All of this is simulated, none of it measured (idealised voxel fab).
Name of the process module below: voxel capacitor over wiring
The cross-section on display is named cut; it measures 165 nm wide, and its cells are 5 nm squares.
When this document writes out a cross-section, it uses a grid of square cells and lists it as bands, beginning at the top and moving down, with a band standing for one or more rows of cells.
Band: top height; bottom height; in nm. Then, left to right: material with width in nm, for each material. "throughout": a single material spanning edge to edge. "air": empty space.
Beneath 0, the wafer as received is one material, and that level is where height counting begins. The lowest band goes on downward without a bottom; it is written like "0 nm and below".
Width spec "30 to 40" -> top row of cells at first value, bottom row at second value, equal per-row change in between.
The cross-section has no changed cell in any step marked "remains unaltered".
"Internal closed voids" - sealed voids, min. 8 cells, no opening to top; format: width x height at distance (distance from left edge; nm throughout).
If you see something after the settings on a step's line, that's the simulator's own remark about that step.
"overlay nm" denotes, for a step that has a mask, the displacement of the mask to the right of its planned place, with negative values corresponding to the left.

The planned process steps are enumerated hereunder
1,RECEIVE, material Si
2,CONFORMAL_DEP, material SiO2, thk nm 15
3,DIRECTIONAL_DEP, material TiN, thk nm 5
4,DIRECTIONAL_DEP, material W, thk nm 15
5,DIRECTIONAL_DEP, material aC, thk nm 10
6,PATTERN, tone cover, mask id METAL_1, material resist, width nm 30, pitch nm 80, thk nm 25, overlay nm 0
7,DIRECTIONAL_ETCH, etch materials aC, depth nm 10
8,STRIP, etch materials resist
9,DIRECTIONAL_ETCH, etch materials W, depth nm 15
10,DIRECTIONAL_ETCH, etch materials TiN, depth nm 5
11,STRIP, etch materials aC
12,CONFORMAL_DEP, material SiCN, thk nm 5
13,FILL_DEP, material lowk, thk nm 5
14,CMP, height nm 35
15,CONFORMAL_DEP, material SiCN, thk nm 5
16,DIRECTIONAL_DEP, material SiO2, thk nm 15
17,MASKED_ETCH, tone open, mask id PLUG_1, width nm 15, etch materials SiO2, depth nm 15, overlay nm 0
18,MASKED_ETCH, tone open, mask id PLUG_1, width nm 15, etch materials SiCN, depth nm 5, overlay nm 0
19,EPI, material Ru, thk nm 10
20,EPI, material Ru, thk nm 10
21,DIRECTIONAL_DEP, material TiN, thk nm 10
22,DIRECTIONAL_DEP, material SiN, thk nm 5
23,DIRECTIONAL_DEP, material TiN, thk nm 5
24,PATTERN, tone cover, mask id UPPER_PLATE, material resist, width nm 55, thk nm 15, overlay nm 0
25,DIRECTIONAL_ETCH, etch materials TiN, depth nm 5
26,DIRECTIONAL_ETCH, etch materials SiN, depth nm 5
27,STRIP, etch materials resist
28,MASKED_ETCH, tone cover, mask id LOWER_PLATE, width nm 65, etch materials TiN, depth nm 10, overlay nm 0
29,FILL_DEP, material SiO2, thk nm 15
30,CMP, height nm 85
31,MASKED_ETCH, tone open, mask id PLUG_2, width nm 15, etch materials SiO2, depth nm 10, overlay nm 0
32,CONFORMAL_DEP, material TiN, thk nm 5
33,FILL_DEP, material Cu, thk nm 5
34,CMP, height nm 85
35,CONFORMAL_DEP, material SiN, thk nm 5

So this is the incoming wafer in cross-section - it's already been through step 1
* 0 nm and below = Si throughout
* Internal closed voids: none

Figure: cross-sectional view of the wafer upon completion of the module, processed from the initial state and according to the plan depicted above, with one error introduced during execution
* 90 nm to 85 nm = SiN throughout
* 85 nm to 80 nm = SiO2 (50)  TiN (5)  Cu (5)  TiN (5)  SiO2 (100)
* 80 nm to 70 nm = SiO2 (50 to 55)  TiN (15 to 40)  SiO2 (100 to 70)
* 70 nm to 65 nm = SiO2 (40)  TiN (15)  SiN (40)  SiO2 (70)
* 65 nm to 60 nm = SiO2 (35)  TiN (5)  SiN (15)  TiN (45)  SiO2 (65)
* 60 nm to 55 nm = SiO2 (35)  TiN (65)  SiO2 (65)
* 55 nm to 50 nm = SiCN (40)  TiN (15)  SiCN (110)
* 50 nm to 35 nm = SiO2 throughout
* 35 nm to 20 nm = lowk (20)  SiCN (5)  W (30)  SiCN (5)  lowk (40)  SiCN (5)  W (30)  SiCN (5)  lowk (25)
* 20 nm to 15 nm = SiCN (25)  TiN (30)  SiCN (50)  TiN (30)  SiCN (30)
* 15 nm to 0 nm = SiO2 throughout
* 0 nm and below = Si throughout
* Internal closed voids: none
In executing the process, a mistake was made relative to the plan: the intended sequence of steps 15 and 16 was reversed during processing, with each occupying the position of the other
